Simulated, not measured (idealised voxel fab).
process module | voxel capacitor over wiring
cross-section cut | 275 nm wide | cells 5 nm
A cross-section is a grid of square cells, given in bands from the top down. A band is one or more rows of cells.
Each band's line starts with the height of the band's top and of its bottom, in nm. Then come its materials from left to right, each with its width in nm. One material with "throughout" fills the band from edge to edge. "air" is empty space.
Height 0 is the level under which the wafer as received is all one material. The lowest band goes on downwards, as in "0 down".
A width such as "30 to 40" changes by the same amount from each row of cells to the next, from the band's top row to its bottom row.
"no change" after a step means that no cell of the cross-section changed.
closed voids: empty space of 8 cells or more with no open way to the top, each as width x height at its distance from the left edge, in nm
after a step's settings: what the simulator itself notes on the step
overlay nm, on a step with a mask: how far to the right of its planned place the mask lay; to the left if negative
plan
1 op RECEIVE | material Si
2 op CONFORMAL_DEP | material SiO2 | thk nm 15
3 op DIRECTIONAL_DEP | material TiN | thk nm 5
4 op DIRECTIONAL_DEP | material W | thk nm 20
5 op MASKED_ETCH | tone cover | mask id METAL_1 | width nm 30 | pitch nm 90 | etch materials W | depth nm 20 | overlay nm 0
6 op MASKED_ETCH | tone cover | mask id METAL_1 | width nm 30 | pitch nm 90 | etch materials TiN | depth nm 5 | overlay nm 0
7 op CONFORMAL_DEP | material SiN | thk nm 5
8 op FILL_DEP | material lowk | thk nm 10
9 op CMP | height nm 40
10 op CONFORMAL_DEP | material SiCN | thk nm 5
11 op DIRECTIONAL_DEP | material lowk | thk nm 15
12 op MASKED_ETCH | tone open | mask id PLUG_1 | width nm 15 | etch materials lowk | depth nm 15 | overlay nm 0
13 op MASKED_ETCH | tone open | mask id PLUG_1 | width nm 15 | etch materials SiCN | depth nm 5 | overlay nm 0
14 op EPI | material Ru | thk nm 10
15 op EPI | material Ru | thk nm 10
16 op DIRECTIONAL_DEP | material TiN | thk nm 10
17 op DIRECTIONAL_DEP | material HfO2 | thk nm 5
18 op DIRECTIONAL_DEP | material TiN | thk nm 10
19 op MASKED_ETCH | tone cover | mask id UPPER_PLATE | width nm 65 | etch materials TiN | depth nm 10 | overlay nm 0
20 op MASKED_ETCH | tone cover | mask id UPPER_PLATE | width nm 65 | etch materials HfO2 | depth nm 5 | overlay nm 0
21 op PATTERN | tone cover | mask id LOWER_PLATE | material resist | width nm 75 | thk nm 20 | overlay nm 0
22 op DIRECTIONAL_ETCH | etch materials TiN | depth nm 10
23 op STRIP | etch materials resist
24 op FILL_DEP | material SiO2 | thk nm 15
25 op CMP | height nm 95
26 op DIRECTIONAL_DEP | material aC | thk nm 10
27 op PATTERN | tone open | mask id PLUG_2 | material resist | width nm 15 | thk nm 30 | overlay nm 0
28 op DIRECTIONAL_ETCH | etch materials aC | depth nm 10
29 op STRIP | etch materials resist
30 op DIRECTIONAL_ETCH | etch materials SiO2 | depth nm 10
31 op STRIP | etch materials aC
32 op CONFORMAL_DEP | material TiN | thk nm 5
33 op FILL_DEP | material Ru | thk nm 5
34 op CMP | height nm 95
35 op CONFORMAL_DEP | material SiN | thk nm 5
as received, after step 1
  0 down: Si throughout
  closed voids: none
first wafer at the end, as planned
  100 to 95: SiN throughout
  95 to 90: SiO2 100 | TiN 5 | Ru 5 | TiN 5 | SiO2 160
  90 to 85: SiO2 100 | TiN 15 | SiO2 160
  85 to 75: SiO2 90 | TiN 65 | SiO2 120
  75 to 70: SiO2 90 | HfO2 65 | SiO2 120
  70 to 60: SiO2 85 | TiN 75 | SiO2 115
  60 to 45: lowk 90 | Ru 15 | lowk 170
  45 to 40: SiCN 90 | Ru 15 | SiCN 170
  40 to 20: lowk 70 | SiN 5 | W 30 | SiN 5 | lowk 50 | SiN 5 | W 30 | SiN 5 | lowk 75
  20 to 15: SiN 75 | TiN 30 | SiN 60 | TiN 30 | SiN 80
  15 to 0: SiO2 throughout
  0 down: Si throughout
  closed voids: none
second wafer at the end: like start, like plan, one mistake
  100 to 95: SiN throughout
  95 to 90: SiO2 105 | TiN 5 | Ru 5 | TiN 5 | SiO2 155
  90 to 85: SiO2 105 | TiN 15 | SiO2 155
  85 to 75: SiO2 90 | TiN 65 | SiO2 120
  75 to 70: SiO2 90 | HfO2 65 | SiO2 120
  70 to 60: SiO2 85 | TiN 75 | SiO2 115
  60 to 45: lowk 90 | Ru 15 | lowk 170
  45 to 40: SiCN 90 | Ru 15 | SiCN 170
  40 to 20: lowk 70 | SiN 5 | W 30 | SiN 5 | lowk 50 | SiN 5 | W 30 | SiN 5 | lowk 75
  20 to 15: SiN 75 | TiN 30 | SiN 60 | TiN 30 | SiN 80
  15 to 0: SiO2 throughout
  0 down: Si throughout
  closed voids: none
what went wrong: step 27 ran as: op PATTERN | tone open | mask id PLUG_2 | material resist | width nm 15 | thk nm 30 | overlay nm 5
at the end the second wafer has, in cells: as many of each material as the first, in other places
